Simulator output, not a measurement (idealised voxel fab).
The process module that follows is named voxel air gaps.
Pictured: cross-section cut, 245 nm wide, on a grid of 5 nm square cells.
In what follows, cross-sections appear as grids of square cells, described through bands that run from the top down, where every band is one or more rows of cells. The band entry comprises the height of the band's top followed by the height of its bottom, expressed in nm, and subsequently the band's materials from left to right, each stated together with its width in nm. Where a single material is marked with the word "full width", that material fills the band from edge to edge. The word "air" represents empty space. Height 0 is the level under which the wafer as received is all one material. The lowest band goes on downwards, as in "0 -> down". So if you see something like "30->40" for the width, read it as the top row of the band sitting at the first number and the bottom row at the second, with every row in between moving by the same amount as the last. Step note "no modifications" = no cross-section cell changed. "Voids, enclosed" lists enclosed empty spaces (at least 8 cells, no open path upward to the top), each as width x height at distance from the left edge, in nm. after a step's settings: what the simulator itself notes on the step. overlay nm: for a step with a mask, the amount by which the mask lay right of where it was planned; a negative amount means left of it.
Steps in the process plan:
- 1: RECEIVE (material Si)
- 2: CONFORMAL_DEP (material SiO2; thk nm 15)
- 3: CONFORMAL_DEP (material SiCN; thk nm 5)
- 4: DIRECTIONAL_DEP (material lowk; thk nm 35)
- 5: PATTERN (tone open; mask id LINES; material resist; width nm 25; pitch nm 55; thk nm 20; overlay nm 0)
- 6: DIRECTIONAL_ETCH (etch materials lowk; depth nm 35)
- 7: STRIP (etch materials resist)
- 8: CONFORMAL_DEP (material TiN; thk nm 5)
- 9: FILL_DEP (material W; thk nm 5)
- 10: CMP (height nm 55)
- 11: EPI (material Ru; thk nm 10)
- 12: SELECTIVE_ETCH (etch materials lowk; depth nm 45)
- 13: CONFORMAL_DEP (material SiCN; thk nm 5)
Cross-section of the wafer as it came to us, i.e., already through step 1:
  0 -> down  Si full width
  Voids, enclosed: none
The cross-section shown corresponds to the wafer at the conclusion of the module. The initial structure and the process plan are those presented above; however, one mistake occurred in executing the plan:
  70 -> 65  air 40  SiCN 165  air 40
  65 -> 55  air 40  SiCN 5  Ru 45  SiCN 10  Ru 45  SiCN 10  Ru 45  SiCN 5  air 40
  55 -> 50  air 40  SiCN 15  TiN 5  W 15  TiN 5  SiCN 30  TiN 5  W 15  TiN 5  SiCN 30  TiN 5  W 15  TiN 5  SiCN 15  air 40
  50 -> 25  air 50  SiCN 5  TiN 5  W 15  TiN 5  SiCN 5  air 20  SiCN 5  TiN 5  W 15  TiN 5  SiCN 5  air 20  SiCN 5  TiN 5  W 15  TiN 5  SiCN 5  air 50
  25 -> 20  air 50  SiCN 5  TiN 25  SiCN 5  air 20  SiCN 5  TiN 25  SiCN 5  air 20  SiCN 5  TiN 25  SiCN 5  air 50
  20 -> 15  SiCN 65  lowk 5  SiCN 50  lowk 5  SiCN 50  lowk 5  SiCN 65
  15 -> 0  SiO2 full width
  0 -> down  Si full width
  Voids, enclosed: 20 x 30 at 85; 20 x 30 at 140
In executing the process, a mistake was made relative to the plan: step 3: run off-plan, actual operation and settings CONFORMAL_DEP (material lowk; thk nm 5)
